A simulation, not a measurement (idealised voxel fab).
Title: Process Module voxel self aligned contacts
FYI the section here is cut, 285 nm wide, cells are 5 nm squares.
Each cross-section below is a grid of square cells, stated as bands in top-down order, with one or more rows of cells making up each band. It is stipulated that each band's entry specify, in nanometres, the height of the top of the band and then that of its bottom, followed by the materials of the band in left-to-right sequence, each together with its width in nanometres. A single material marked by the word "edge to edge" is understood to fill the band from edge to edge; the word "air" is understood to denote empty space. Height 0 is the level under which the wafer as received is all one material. The lowest band goes on downwards, as in "top 0, no bottom". Graded width ("30..40"): value in top row of band = first number; value in bottom row = second number; row-to-row change constant. It should be understood that the words "identical to before", when stated for a given step, signify that the cross-section underwent no change in any of its cells during that step. Closed empty spaces (no open way to the top) of 8 cells or more are what "Sealed void list" lists, each as width x height at distance from the left edge, nm for all three. If you see something after the settings on a step's line, that's the simulator's own remark about that step. "overlay nm" on a masked step: distance the mask lay right of its planned place, negative for left. Note: before/after cross-section pairs follow, one process step per pair, after-side truncated at the lowest changed band, step and settings given beneath. Different runs of this module on the same starting wafer may supply the pairs; a pair continues the one above only where the "Before this step" entry says so.
## Before this step
top 0, no bottom | Si edge to edge
Sealed void list: none
## Resulting Structure
top 0, bottom -5 | SiO2 edge to edge
Below -5 it's all the same as before, nothing changed down there.
Sealed void list: none
Q: step between the cross-sections above? A: OXIDIZE,depth nm 5
Before this step: The structure entering this step is exactly what the pair just above shows after its step.
## Resulting Structure
top 25, bottom 0 | polySi edge to edge
Below 0 it's all the same as before, nothing changed down there.
Sealed void list: none
Q: step between the cross-sections above? A: DIRECTIONAL_DEP,material polySi,thk nm 25
Before this step: The structure entering this step is exactly what the pair just above shows after its step.
## Resulting Structure
top 40, bottom 25 | SiN edge to edge
Below 25 it's all the same as before, nothing changed down there.
Sealed void list: none
Q: step between the cross-sections above? A: DIRECTIONAL_DEP,material SiN,thk nm 15
Before this step: The structure entering this step is exactly what the pair just above shows after its step.
## Resulting Structure
top 55, bottom 40 | aC edge to edge
Below 40 it's all the same as before, nothing changed down there.
Sealed void list: none
Q: step between the cross-sections above? A: DIRECTIONAL_DEP,material aC,thk nm 15
Before this step: The structure entering this step is exactly what the pair just above shows after its step.
## Resulting Structure
top 85, bottom 55 | 75 nm air  25 nm resist  30 nm air  25 nm resist  30 nm air  25 nm resist  75 nm air
Below 55 it's all the same as before, nothing changed down there.
Sealed void list: none
Q: step between the cross-sections above? A: PATTERN,tone cover,mask id GATE,material resist,width nm 25,pitch nm 55,thk nm 30,overlay nm 0
Before this step: The structure entering this step is exactly what the pair just above shows after its step.
## Resulting Structure
top 70, bottom 55 | 75 nm air  25 nm resist  30 nm air  25 nm resist  30 nm air  25 nm resist  75 nm air
top 55, bottom 40 | 75 nm air  25 nm aC  30 nm air  25 nm aC  30 nm air  25 nm aC  75 nm air
Below 40 it's all the same as before, nothing changed down there.
Sealed void list: none
Q: step between the cross-sections above? A: DIRECTIONAL_ETCH,etch materials aC,depth nm 15
Before this step: The structure entering this step is exactly what the pair just above shows after its step.
## Resulting Structure
top 55, bottom 40 | 75 nm air  25 nm aC  30 nm air  25 nm aC  30 nm air  25 nm aC  75 nm air
Below 40 it's all the same as before, nothing changed down there.
Sealed void list: none
Q: step between the cross-sections above? A: STRIP,etch materials resist
Before this step: The structure entering this step is exactly what the pair just above shows after its step.
## Resulting Structure
top 55, bottom 40 | 75 nm air  25 nm aC  30 nm air  25 nm aC  30 nm air  25 nm aC  75 nm air
top 40, bottom 25 | 75 nm air  25 nm SiN  30 nm air  25 nm SiN  30 nm air  25 nm SiN  75 nm air
Below 25 it's all the same as before, nothing changed down there.
Sealed void list: none
Q: step between the cross-sections above? A: DIRECTIONAL_ETCH,etch materials SiN,depth nm 15
Before this step: The structure entering this step is exactly what the pair just above shows after its step.
## Resulting Structure
top 55, bottom 40 | 75 nm air  25 nm aC  30 nm air  25 nm aC  30 nm air  25 nm aC  75 nm air
top 40, bottom 25 | 75 nm air  25 nm SiN  30 nm air  25 nm SiN  30 nm air  25 nm SiN  75 nm air
top 25, bottom 0 | 75 nm air  25 nm polySi  30 nm air  25 nm polySi  30 nm air  25 nm polySi  75 nm air
Below 0 it's all the same as before, nothing changed down there.
Sealed void list: none
Q: step between the cross-sections above? A: DIRECTIONAL_ETCH,etch materials polySi,depth nm 25
Before this step: The structure entering this step is exactly what the pair just above shows after its step.
## Resulting Structure
top 40, bottom 25 | 75 nm air  25 nm SiN  30 nm air  25 nm SiN  30 nm air  25 nm SiN  75 nm air
Below 25 it's all the same as before, nothing changed down there.
Sealed void list: none
Q: step between the cross-sections above? A: STRIP,etch materials aC
Before this step: The structure entering this step is exactly what the pair just above shows after its step.
## Resulting Structure
top 45, bottom 25 | 70 nm air  35 nm SiN  20 nm air  35 nm SiN  20 nm air  35 nm SiN  70 nm air
top 25, bottom 5 | 70 nm air  5 nm SiN  25 nm polySi  5 nm SiN  20 nm air  5 nm SiN  25 nm polySi  5 nm SiN  20 nm air  5 nm SiN  25 nm polySi  5 nm SiN  70 nm air
top 5, bottom 0 | 75 nm SiN  25 nm polySi  30 nm SiN  25 nm polySi  30 nm SiN  25 nm polySi  75 nm SiN
Below 0 it's all the same as before, nothing changed down there.
Sealed void list: none
Q: step between the cross-sections above? A: CONFORMAL_DEP,material SiN,thk nm 5
Before this step: The structure entering this step is exactly what the pair just above shows after its step.
## Resulting Structure
top 40, bottom 25 | 70 nm air  35 nm SiN  20 nm air  35 nm SiN  20 nm air  35 nm SiN  70 nm air
top 25, bottom 0 | 70 nm air  5 nm SiN  25 nm polySi  5 nm SiN  20 nm air  5 nm SiN  25 nm polySi  5 nm SiN  20 nm air  5 nm SiN  25 nm polySi  5 nm SiN  70 nm air
Below 0 it's all the same as before, nothing changed down there.
Sealed void list: none
Q: step between the cross-sections above? A: DIRECTIONAL_ETCH,etch materials SiN,depth nm 5
Before this step: The structure entering this step is exactly what the pair just above shows after its step.
## Resulting Structure
top 50, bottom 40 | SiO2 edge to edge
top 40, bottom 25 | 70 nm SiO2  35 nm SiN  20 nm SiO2  35 nm SiN  20 nm SiO2  35 nm SiN  70 nm SiO2
top 25, bottom 0 | 70 nm SiO2  5 nm SiN  25 nm polySi  5 nm SiN  20 nm SiO2  5 nm SiN  25 nm polySi  5 nm SiN  20 nm SiO2  5 nm SiN  25 nm polySi  5 nm SiN  70 nm SiO2
Below 0 it's all the same as before, nothing changed down there.
Sealed void list: none
Q: step between the cross-sections above? A: FILL_DEP,material SiO2,thk nm 10
Before this step: The structure entering this step is exactly what the pair just above shows after its step.
## Resulting Structure
top 45, bottom 40 | SiO2 edge to edge
Below 40 it's all the same as before, nothing changed down there.
Sealed void list: none
Q: step between the cross-sections above? A: CMP,height nm 45
Before this step: The structure entering this step is exactly what the pair just above shows after its step.
## Resulting Structure
top 45, bottom 40 | 95 nm SiO2  40 nm air  15 nm SiO2  40 nm air  95 nm SiO2
top 40, bottom 25 | 70 nm SiO2  35 nm SiN  20 nm air  35 nm SiN  20 nm air  35 nm SiN  70 nm SiO2
top 25, bottom 0 | 70 nm SiO2  5 nm SiN  25 nm polySi  5 nm SiN  20 nm air  5 nm SiN  25 nm polySi  5 nm SiN  20 nm air  5 nm SiN  25 nm polySi  5 nm SiN  70 nm SiO2
top 0, bottom -5 | 105 nm SiO2  20 nm air  35 nm SiO2  20 nm air  105 nm SiO2
Below -5 it's all the same as before, nothing changed down there.
Sealed void list: none
Q: step between the cross-sections above? A: MASKED_ETCH,tone open,mask id CONTACT,width nm 40,pitch nm 55,etch materials SiO2,depth nm 50,overlay nm 0
Before this step: The structure entering this step is exactly what the pair just above shows after its step.
## Resulting Structure
top 50, bottom 45 | 100 nm TiN  30 nm air  25 nm TiN  30 nm air  100 nm TiN
top 45, bottom 40 | 95 nm SiO2  15 nm TiN  10 nm air  15 nm TiN  15 nm SiO2  15 nm TiN  10 nm air  15 nm TiN  95 nm SiO2
top 40, bottom 25 | 70 nm SiO2  35 nm SiN  5 nm TiN  10 nm air  5 nm TiN  35 nm SiN  5 nm TiN  10 nm air  5 nm TiN  35 nm SiN  70 nm SiO2
top 25, bottom 0 | 70 nm SiO2  5 nm SiN  25 nm polySi  5 nm SiN  5 nm TiN  10 nm air  5 nm TiN  5 nm SiN  25 nm polySi  5 nm SiN  5 nm TiN  10 nm air  5 nm TiN  5 nm SiN  25 nm polySi  5 nm SiN  70 nm SiO2
top 0, bottom -5 | 105 nm SiO2  20 nm TiN  35 nm SiO2  20 nm TiN  105 nm SiO2
Below -5 it's all the same as before, nothing changed down there.
Sealed void list: none
Q: step between the cross-sections above? A: CONFORMAL_DEP,material TiN,thk nm 5
Before this step: The structure entering this step is exactly what the pair just above shows after its step.
## Resulting Structure
top 55, bottom 50 | W edge to edge
top 50, bottom 45 | 100 nm TiN  30 nm W  25 nm TiN  30 nm W  100 nm TiN
top 45, bottom 40 | 95 nm SiO2  15 nm TiN  10 nm W  15 nm TiN  15 nm SiO2  15 nm TiN  10 nm W  15 nm TiN  95 nm SiO2
top 40, bottom 25 | 70 nm SiO2  35 nm SiN  5 nm TiN  10 nm W  5 nm TiN  35 nm SiN  5 nm TiN  10 nm W  5 nm TiN  35 nm SiN  70 nm SiO2
top 25, bottom 0 | 70 nm SiO2  5 nm SiN  25 nm polySi  5 nm SiN  5 nm TiN  10 nm W  5 nm TiN  5 nm SiN  25 nm polySi  5 nm SiN  5 nm TiN  10 nm W  5 nm TiN  5 nm SiN  25 nm polySi  5 nm SiN  70 nm SiO2
Below 0 it's all the same as before, nothing changed down there.
Sealed void list: none
Q: step between the cross-sections above? A: FILL_DEP,material W,thk nm 5
Before this step: The structure entering this step is exactly what the pair just above shows after its step.
## Resulting Structure
top 45, bottom 40 | 95 nm SiO2  15 nm TiN  10 nm W  15 nm TiN  15 nm SiO2  15 nm TiN  10 nm W  15 nm TiN  95 nm SiO2
Below 40 it's all the same as before, nothing changed down there.
Sealed void list: none
Q: step between the cross-sections above? A: CMP,height nm 45
Before this step: The structure entering this step is exactly what the pair just above shows after its step.
## Resulting Structure
top 50, bottom 45 | SiN edge to edge
Below 45 it's all the same as before, nothing changed down there.
Sealed void list: none
Q: step between the cross-sections above? A: CONFORMAL_DEP,material SiN,thk nm 5
## Before this step
top 40, bottom 25 | 75 nm air  25 nm SiN  30 nm air  25 nm SiN  30 nm air  25 nm SiN  75 nm air
top 25, bottom 0 | 75 nm air  25 nm polySi  30 nm air  25 nm polySi  30 nm air  25 nm polySi  75 nm air
top 0, bottom -5 | SiO2 edge to edge
top -5, no bottom | Si edge to edge
Sealed void list: none
## Resulting Structure
top 35, bottom 25 | 75 nm air  25 nm SiN  30 nm air  25 nm SiN  30 nm air  25 nm SiN  75 nm air
Below 25 it's all the same as before, nothing changed down there.
Sealed void list: none
Q: step between the cross-sections above? A: DIRECTIONAL_ETCH,etch materials SiN,depth nm 5
Before this step: The structure entering this step is exactly what the pair just above shows after its step.
## Resulting Structure
top 45, bottom 35 | SiO2 edge to edge
top 35, bottom 25 | 75 nm SiO2  25 nm SiN  30 nm SiO2  25 nm SiN  30 nm SiO2  25 nm SiN  75 nm SiO2
top 25, bottom 0 | 75 nm SiO2  25 nm polySi  30 nm SiO2  25 nm polySi  30 nm SiO2  25 nm polySi  75 nm SiO2
Below 0 it's all the same as before, nothing changed down there.
Sealed void list: none
Q: step between the cross-sections above? A: FILL_DEP,material SiO2,thk nm 10
Before this step: The structure entering this step is exactly what the pair just above shows after its step.
## Resulting Structure
top 45, bottom 35 | 95 nm SiO2  40 nm air  15 nm SiO2  40 nm air  95 nm SiO2
top 35, bottom 25 | 75 nm SiO2  25 nm SiN  30 nm air  25 nm SiN  30 nm air  25 nm SiN  75 nm SiO2
top 25, bottom 0 | 75 nm SiO2  25 nm polySi  30 nm air  25 nm polySi  30 nm air  25 nm polySi  75 nm SiO2
top 0, bottom -5 | 100 nm SiO2  30 nm air  25 nm SiO2  30 nm air  100 nm SiO2
Below -5 it's all the same as before, nothing changed down there.
Sealed void list: none
Q: step between the cross-sections above? A: MASKED_ETCH,tone open,mask id CONTACT,width nm 40,pitch nm 55,etch materials SiO2,depth nm 50,overlay nm 0
Before this step: The structure entering this step is exactly what the pair just above shows after its step.
## Resulting Structure
top 50, bottom 45 | 100 nm TiN  30 nm air  25 nm TiN  30 nm air  100 nm TiN
top 45, bottom 35 | 95 nm SiO2  5..10 nm TiN  30..20 nm air  5..10 nm TiN  15 nm SiO2  5..10 nm TiN  30..20 nm air  5..10 nm TiN  95 nm SiO2
top 35, bottom 25 | 75 nm SiO2  25 nm SiN  5 nm TiN  20 nm air  5 nm TiN  25 nm SiN  5 nm TiN  20 nm air  5 nm TiN  25 nm SiN  75 nm SiO2
top 25, bottom 0 | 75 nm SiO2  25 nm polySi  5 nm TiN  20 nm air  5 nm TiN  25 nm polySi  5 nm TiN  20 nm air  5 nm TiN  25 nm polySi  75 nm SiO2
top 0, bottom -5 | 100 nm SiO2  30 nm TiN  25 nm SiO2  30 nm TiN  100 nm SiO2
Below -5 it's all the same as before, nothing changed down there.
Sealed void list: none
Q: step between the cross-sections above? A: CONFORMAL_DEP,material TiN,thk nm 5
Before this step: The structure entering this step is exactly what the pair just above shows after its step.
## Resulting Structure
top 55, bottom 50 | W edge to edge
top 50, bottom 45 | 100 nm TiN  30 nm W  25 nm TiN  30 nm W  100 nm TiN
top 45, bottom 35 | 95 nm SiO2  5..10 nm TiN  30..20 nm W  5..10 nm TiN  15 nm SiO2  5..10 nm TiN  30..20 nm W  5..10 nm TiN  95 nm SiO2
top 35, bottom 25 | 75 nm SiO2  25 nm SiN  5 nm TiN  20 nm W  5 nm TiN  25 nm SiN  5 nm TiN  20 nm W  5 nm TiN  25 nm SiN  75 nm SiO2
top 25, bottom 0 | 75 nm SiO2  25 nm polySi  5 nm TiN  20 nm W  5 nm TiN  25 nm polySi  5 nm TiN  20 nm W  5 nm TiN  25 nm polySi  75 nm SiO2
Below 0 it's all the same as before, nothing changed down there.
Sealed void list: none
Q: step between the cross-sections above? A: FILL_DEP,material W,thk nm 5
Before this step: The structure entering this step is exactly what the pair just above shows after its step.
## Resulting Structure
top 45, bottom 35 | 95 nm SiO2  5..10 nm TiN  30..20 nm W  5..10 nm TiN  15 nm SiO2  5..10 nm TiN  30..20 nm W  5..10 nm TiN  95 nm SiO2
Below 35 it's all the same as before, nothing changed down there.
Sealed void list: none
Q: step between the cross-sections above? A: CMP,height nm 45
Before this step: The structure entering this step is exactly what the pair just above shows after its step.
## Resulting Structure
top 50, bottom 45 | SiN edge to edge
Below 45 it's all the same as before, nothing changed down there.
Sealed void list: none
Q: step between the cross-sections above? A: CONFORMAL_DEP,material SiN,thk nm 5
## Before this step
top 25, bottom 0 | polySi edge to edge
top 0, bottom -5 | SiO2 edge to edge
top -5, no bottom | Si edge to edge
Sealed void list: none
## Resulting Structure
top 50, bottom 0 | polySi edge to edge
Below 0 it's all the same as before, nothing changed down there.
Sealed void list: none
Q: step between the cross-sections above? A: DIRECTIONAL_DEP,material polySi,thk nm 25
Before this step: The structure entering this step is exactly what the pair just above shows after its step.
## Resulting Structure
top 65, bottom 50 | SiN edge to edge
Below 50 it's all the same as before, nothing changed down there.
Sealed void list: none
Q: step between the cross-sections above? A: DIRECTIONAL_DEP,material SiN,thk nm 15
Before this step: The structure entering this step is exactly what the pair just above shows after its step.
## Resulting Structure
top 80, bottom 65 | aC edge to edge
Below 65 it's all the same as before, nothing changed down there.
Sealed void list: none
Q: step between the cross-sections above? A: DIRECTIONAL_DEP,material aC,thk nm 15
Before this step: The structure entering this step is exactly what the pair just above shows after its step.
## Resulting Structure
top 110, bottom 80 | 75 nm air  25 nm resist  30 nm air  25 nm resist  30 nm air  25 nm resist  75 nm air
Below 80 it's all the same as before, nothing changed down there.
Sealed void list: none
Q: step between the cross-sections above? A: PATTERN,tone cover,mask id GATE,material resist,width nm 25,pitch nm 55,thk nm 30,overlay nm 0
Before this step: The structure entering this step is exactly what the pair just above shows after its step.
## Resulting Structure
top 95, bottom 80 | 75 nm air  25 nm resist  30 nm air  25 nm resist  30 nm air  25 nm resist  75 nm air
top 80, bottom 65 | 75 nm air  25 nm aC  30 nm air  25 nm aC  30 nm air  25 nm aC  75 nm air
Below 65 it's all the same as before, nothing changed down there.
Sealed void list: none
Q: step between the cross-sections above? A: DIRECTIONAL_ETCH,etch materials aC,depth nm 15
Before this step: The structure entering this step is exactly what the pair just above shows after its step.
## Resulting Structure
top 80, bottom 65 | 75 nm air  25 nm aC  30 nm air  25 nm aC  30 nm air  25 nm aC  75 nm air
Below 65 it's all the same as before, nothing changed down there.
Sealed void list: none
Q: step between the cross-sections above? A: STRIP,etch materials resist
Before this step: The structure entering this step is exactly what the pair just above shows after its step.
## Resulting Structure
top 80, bottom 65 | 75 nm air  25 nm aC  30 nm air  25 nm aC  30 nm air  25 nm aC  75 nm air
top 65, bottom 50 | 75 nm air  25 nm SiN  30 nm air  25 nm SiN  30 nm air  25 nm SiN  75 nm air
Below 50 it's all the same as before, nothing changed down there.
Sealed void list: none
Q: step between the cross-sections above? A: DIRECTIONAL_ETCH,etch materials SiN,depth nm 15
Before this step: The structure entering this step is exactly what the pair just above shows after its step.
## Resulting Structure
top 80, bottom 65 | 75 nm air  25 nm aC  30 nm air  25 nm aC  30 nm air  25 nm aC  75 nm air
top 65, bottom 50 | 75 nm air  25 nm SiN  30 nm air  25 nm SiN  30 nm air  25 nm SiN  75 nm air
top 50, bottom 25 | 75 nm air  25 nm polySi  30 nm air  25 nm polySi  30 nm air  25 nm polySi  75 nm air
Below 25 it's all the same as before, nothing changed down there.
Sealed void list: none
Q: step between the cross-sections above? A: DIRECTIONAL_ETCH,etch materials polySi,depth nm 25
Before this step: The structure entering this step is exactly what the pair just above shows after its step.
## Resulting Structure
top 65, bottom 50 | 75 nm air  25 nm SiN  30 nm air  25 nm SiN  30 nm air  25 nm SiN  75 nm air
Below 50 it's all the same as before, nothing changed down there.
Sealed void list: none
Q: step between the cross-sections above? A: STRIP,etch materials aC
Before this step: The structure entering this step is exactly what the pair just above shows after its step.
## Resulting Structure
top 70, bottom 50 | 70 nm air  35 nm SiN  20 nm air  35 nm SiN  20 nm air  35 nm SiN  70 nm air
top 50, bottom 30 | 70 nm air  5 nm SiN  25 nm polySi  5 nm SiN  20 nm air  5 nm SiN  25 nm polySi  5 nm SiN  20 nm air  5 nm SiN  25 nm polySi  5 nm SiN  70 nm air
top 30, bottom 25 | 75 nm SiN  25 nm polySi  30 nm SiN  25 nm polySi  30 nm SiN  25 nm polySi  75 nm SiN
Below 25 it's all the same as before, nothing changed down there.
Sealed void list: none
Q: step between the cross-sections above? A: CONFORMAL_DEP,material SiN,thk nm 5
Before this step: The structure entering this step is exactly what the pair just above shows after its step.
## Resulting Structure
top 65, bottom 50 | 70 nm air  35 nm SiN  20 nm air  35 nm SiN  20 nm air  35 nm SiN  70 nm air
top 50, bottom 25 | 70 nm air  5 nm SiN  25 nm polySi  5 nm SiN  20 nm air  5 nm SiN  25 nm polySi  5 nm SiN  20 nm air  5 nm SiN  25 nm polySi  5 nm SiN  70 nm air
Below 25 it's all the same as before, nothing changed down there.
Sealed void list: none
Q: step between the cross-sections above? A: DIRECTIONAL_ETCH,etch materials SiN,depth nm 5
Before this step: The structure entering this step is exactly what the pair just above shows after its step.
## Resulting Structure
top 75, bottom 65 | SiO2 edge to edge
top 65, bottom 50 | 70 nm SiO2  35 nm SiN  20 nm SiO2  35 nm SiN  20 nm SiO2  35 nm SiN  70 nm SiO2
top 50, bottom 25 | 70 nm SiO2  5 nm SiN  25 nm polySi  5 nm SiN  20 nm SiO2  5 nm SiN  25 nm polySi  5 nm SiN  20 nm SiO2  5 nm SiN  25 nm polySi  5 nm SiN  70 nm SiO2
Below 25 it's all the same as before, nothing changed down there.
Sealed void list: none
Q: step between the cross-sections above? A: FILL_DEP,material SiO2,thk nm 10
Before this step: The structure entering this step is exactly what the pair just above shows after its step.
## Resulting Structure
top 45, bottom 25 | 70 nm SiO2  5 nm SiN  25 nm polySi  5 nm SiN  20 nm SiO2  5 nm SiN  25 nm polySi  5 nm SiN  20 nm SiO2  5 nm SiN  25 nm polySi  5 nm SiN  70 nm SiO2
Below 25 it's all the same as before, nothing changed down there.
Sealed void list: none
Q: step between the cross-sections above? A: CMP,height nm 45
Before this step: The structure entering this step is exactly what the pair just above shows after its step.
## Resulting Structure
top 45, bottom 25 | 70 nm SiO2  5 nm SiN  25 nm polySi  5 nm SiN  20 nm air  5 nm SiN  25 nm polySi  5 nm SiN  20 nm air  5 nm SiN  25 nm polySi  5 nm SiN  70 nm SiO2
Below 25 it's all the same as before, nothing changed down there.
Sealed void list: none
Q: step between the cross-sections above? A: MASKED_ETCH,tone open,mask id CONTACT,width nm 40,pitch nm 55,etch materials SiO2,depth nm 50,overlay nm 0
Before this step: The structure entering this step is exactly what the pair just above shows after its step.
## Resulting Structure
top 50, bottom 45 | 110 nm TiN  10 nm air  45 nm TiN  10 nm air  110 nm TiN
top 45, bottom 30 | 70 nm SiO2  5 nm SiN  25 nm polySi  5 nm SiN  5 nm TiN  10 nm air  5 nm TiN  5 nm SiN  25 nm polySi  5 nm SiN  5 nm TiN  10 nm air  5 nm TiN  5 nm SiN  25 nm polySi  5 nm SiN  70 nm SiO2
top 30, bottom 25 | 70 nm SiO2  5 nm SiN  25 nm polySi  5 nm SiN  20 nm TiN  5 nm SiN  25 nm polySi  5 nm SiN  20 nm TiN  5 nm SiN  25 nm polySi  5 nm SiN  70 nm SiO2
Below 25 it's all the same as before, nothing changed down there.
Sealed void list: none
Q: step between the cross-sections above? A: CONFORMAL_DEP,material TiN,thk nm 5
Before this step: The structure entering this step is exactly what the pair just above shows after its step.
## Resulting Structure
top 55, bottom 50 | W edge to edge
top 50, bottom 45 | 110 nm TiN  10 nm W  45 nm TiN  10 nm W  110 nm TiN
top 45, bottom 30 | 70 nm SiO2  5 nm SiN  25 nm polySi  5 nm SiN  5 nm TiN  10 nm W  5 nm TiN  5 nm SiN  25 nm polySi  5 nm SiN  5 nm TiN  10 nm W  5 nm TiN  5 nm SiN  25 nm polySi  5 nm SiN  70 nm SiO2
Below 30 it's all the same as before, nothing changed down there.
Sealed void list: none
Q: step between the cross-sections above? A: FILL_DEP,material W,thk nm 5
Before this step: The structure entering this step is exactly what the pair just above shows after its step.
## Resulting Structure
top 45, bottom 30 | 70 nm SiO2  5 nm SiN  25 nm polySi  5 nm SiN  5 nm TiN  10 nm W  5 nm TiN  5 nm SiN  25 nm polySi  5 nm SiN  5 nm TiN  10 nm W  5 nm TiN  5 nm SiN  25 nm polySi  5 nm SiN  70 nm SiO2
Below 30 it's all the same as before, nothing changed down there.
Sealed void list: none
Q: step between the cross-sections above? A: CMP,height nm 45
Before this step: The structure entering this step is exactly what the pair just above shows after its step.
## Resulting Structure
top 50, bottom 45 | SiN edge to edge
Below 45 it's all the same as before, nothing changed down there.
Sealed void list: none
Q: step between the cross-sections above? A: CONFORMAL_DEP,material SiN,thk nm 5
## Before this step
top 0, bottom -5 | SiO2 edge to edge
top -5, no bottom | Si edge to edge
Sealed void list: none
## Resulting Structure
top 15, bottom 0 | SiN edge to edge
Below 0 it's all the same as before, nothing changed down there.
Sealed void list: none
Q: step between the cross-sections above? A: DIRECTIONAL_DEP,material SiN,thk nm 15
Before this step: The structure entering this step is exactly what the pair just above shows after its step.
## Resulting Structure
top 40, bottom 15 | polySi edge to edge
Below 15 it's all the same as before, nothing changed down there.
Sealed void list: none
Q: step between the cross-sections above? A: DIRECTIONAL_DEP,material polySi,thk nm 25
Before this step: The structure entering this step is exactly what the pair just above shows after its step.
## Resulting Structure
top 55, bottom 40 | aC edge to edge
Below 40 it's all the same as before, nothing changed down there.
Sealed void list: none
Q: step between the cross-sections above? A: DIRECTIONAL_DEP,material aC,thk nm 15
Before this step: The structure entering this step is exactly what the pair just above shows after its step.
## Resulting Structure
top 85, bottom 55 | 75 nm air  25 nm resist  30 nm air  25 nm resist  30 nm air  25 nm resist  75 nm air
Below 55 it's all the same as before, nothing changed down there.
Sealed void list: none
Q: step between the cross-sections above? A: PATTERN,tone cover,mask id GATE,material resist,width nm 25,pitch nm 55,thk nm 30,overlay nm 0
Before this step: The structure entering this step is exactly what the pair just above shows after its step.
## Resulting Structure
top 70, bottom 55 | 75 nm air  25 nm resist  30 nm air  25 nm resist  30 nm air  25 nm resist  75 nm air
top 55, bottom 40 | 75 nm air  25 nm aC  30 nm air  25 nm aC  30 nm air  25 nm aC  75 nm air
Below 40 it's all the same as before, nothing changed down there.
Sealed void list: none
Q: step between the cross-sections above? A: DIRECTIONAL_ETCH,etch materials aC,depth nm 15
Before this step: The structure entering this step is exactly what the pair just above shows after its step.
## Resulting Structure
top 55, bottom 40 | 75 nm air  25 nm aC  30 nm air  25 nm aC  30 nm air  25 nm aC  75 nm air
Below 40 it's all the same as before, nothing changed down there.
Sealed void list: none
Q: step between the cross-sections above? A: STRIP,etch materials resist
Before this step: The structure entering this step is exactly what the pair just above shows after its step.
## Resulting Structure
top 55, bottom 40 | 75 nm air  25 nm aC  30 nm air  25 nm aC  30 nm air  25 nm aC  75 nm air
top 40, bottom 15 | 75 nm air  25 nm polySi  30 nm air  25 nm polySi  30 nm air  25 nm polySi  75 nm air
Below 15 it's all the same as before, nothing changed down there.
Sealed void list: none
Q: step between the cross-sections above? A: DIRECTIONAL_ETCH,etch materials polySi,depth nm 25
Before this step: The structure entering this step is exactly what the pair just above shows after its step.
## Resulting Structure
top 40, bottom 15 | 75 nm air  25 nm polySi  30 nm air  25 nm polySi  30 nm air  25 nm polySi  75 nm air
Below 15 it's all the same as before, nothing changed down there.
Sealed void list: none
Q: step between the cross-sections above? A: STRIP,etch materials aC
Before this step: The structure entering this step is exactly what the pair just above shows after its step.
## Resulting Structure
top 45, bottom 40 | 70 nm air  35 nm SiN  20 nm air  35 nm SiN  20 nm air  35 nm SiN  70 nm air
top 40, bottom 20 | 70 nm air  5 nm SiN  25 nm polySi  5 nm SiN  20 nm air  5 nm SiN  25 nm polySi  5 nm SiN  20 nm air  5 nm SiN  25 nm polySi  5 nm SiN  70 nm air
top 20, bottom 15 | 75 nm SiN  25 nm polySi  30 nm SiN  25 nm polySi  30 nm SiN  25 nm polySi  75 nm SiN
Below 15 it's all the same as before, nothing changed down there.
Sealed void list: none
Q: step between the cross-sections above? A: CONFORMAL_DEP,material SiN,thk nm 5
Before this step: The structure entering this step is exactly what the pair just above shows after its step.
## Resulting Structure
top 40, bottom 15 | 70 nm air  5 nm SiN  25 nm polySi  5 nm SiN  20 nm air  5 nm SiN  25 nm polySi  5 nm SiN  20 nm air  5 nm SiN  25 nm polySi  5 nm SiN  70 nm air
Below 15 it's all the same as before, nothing changed down there.
Sealed void list: none
Q: step between the cross-sections above? A: DIRECTIONAL_ETCH,etch materials SiN,depth nm 5
Before this step: The structure entering this step is exactly what the pair just above shows after its step.
## Resulting Structure
top 50, bottom 40 | SiO2 edge to edge
top 40, bottom 15 | 70 nm SiO2  5 nm SiN  25 nm polySi  5 nm SiN  20 nm SiO2  5 nm SiN  25 nm polySi  5 nm SiN  20 nm SiO2  5 nm SiN  25 nm polySi  5 nm SiN  70 nm SiO2
Below 15 it's all the same as before, nothing changed down there.
Sealed void list: none
Q: step between the cross-sections above? A: FILL_DEP,material SiO2,thk nm 10
Before this step: The structure entering this step is exactly what the pair just above shows after its step.
## Resulting Structure
top 45, bottom 40 | SiO2 edge to edge
Below 40 it's all the same as before, nothing changed down there.
Sealed void list: none
Q: step between the cross-sections above? A: CMP,height nm 45
Before this step: The structure entering this step is exactly what the pair just above shows after its step.
## Resulting Structure
top 45, bottom 40 | 95 nm SiO2  40 nm air  15 nm SiO2  40 nm air  95 nm SiO2
top 40, bottom 15 | 70 nm SiO2  5 nm SiN  25 nm polySi  5 nm SiN  20 nm air  5 nm SiN  25 nm polySi  5 nm SiN  20 nm air  5 nm SiN  25 nm polySi  5 nm SiN  70 nm SiO2
Below 15 it's all the same as before, nothing changed down there.
Sealed void list: none
Q: step between the cross-sections above? A: MASKED_ETCH,tone open,mask id CONTACT,width nm 40,pitch nm 55,etch materials SiO2,depth nm 50,overlay nm 0
Before this step: The structure entering this step is exactly what the pair just above shows after its step.
## Resulting Structure
top 50, bottom 45 | 100 nm TiN  30 nm air  25 nm TiN  30 nm air  100 nm TiN
top 45, bottom 40 | 95 nm SiO2  15 nm TiN  10 nm air  15 nm TiN  15 nm SiO2  15 nm TiN  10 nm air  15 nm TiN  95 nm SiO2
top 40, bottom 20 | 70 nm SiO2  5 nm SiN  25 nm polySi  5 nm SiN  5 nm TiN  10 nm air  5 nm TiN  5 nm SiN  25 nm polySi  5 nm SiN  5 nm TiN  10 nm air  5 nm TiN  5 nm SiN  25 nm polySi  5 nm SiN  70 nm SiO2
top 20, bottom 15 | 70 nm SiO2  5 nm SiN  25 nm polySi  5 nm SiN  20 nm TiN  5 nm SiN  25 nm polySi  5 nm SiN  20 nm TiN  5 nm SiN  25 nm polySi  5 nm SiN  70 nm SiO2
Below 15 it's all the same as before, nothing changed down there.
Sealed void list: none
Q: step between the cross-sections above? A: CONFORMAL_DEP,material TiN,thk nm 5
Before this step: The structure entering this step is exactly what the pair just above shows after its step.
## Resulting Structure
top 55, bottom 50 | W edge to edge
top 50, bottom 45 | 100 nm TiN  30 nm W  25 nm TiN  30 nm W  100 nm TiN
top 45, bottom 40 | 95 nm SiO2  15 nm TiN  10 nm W  15 nm TiN  15 nm SiO2  15 nm TiN  10 nm W  15 nm TiN  95 nm SiO2
top 40, bottom 20 | 70 nm SiO2  5 nm SiN  25 nm polySi  5 nm SiN  5 nm TiN  10 nm W  5 nm TiN  5 nm SiN  25 nm polySi  5 nm SiN  5 nm TiN  10 nm W  5 nm TiN  5 nm SiN  25 nm polySi  5 nm SiN  70 nm SiO2
Below 20 it's all the same as before, nothing changed down there.
Sealed void list: none
Q: step between the cross-sections above? A: FILL_DEP,material W,thk nm 5
Before this step: The structure entering this step is exactly what the pair just above shows after its step.
## Resulting Structure
top 45, bottom 40 | 95 nm SiO2  15 nm TiN  10 nm W  15 nm TiN  15 nm SiO2  15 nm TiN  10 nm W  15 nm TiN  95 nm SiO2
Below 40 it's all the same as before, nothing changed down there.
Sealed void list: none
Q: step between the cross-sections above? A: CMP,height nm 45
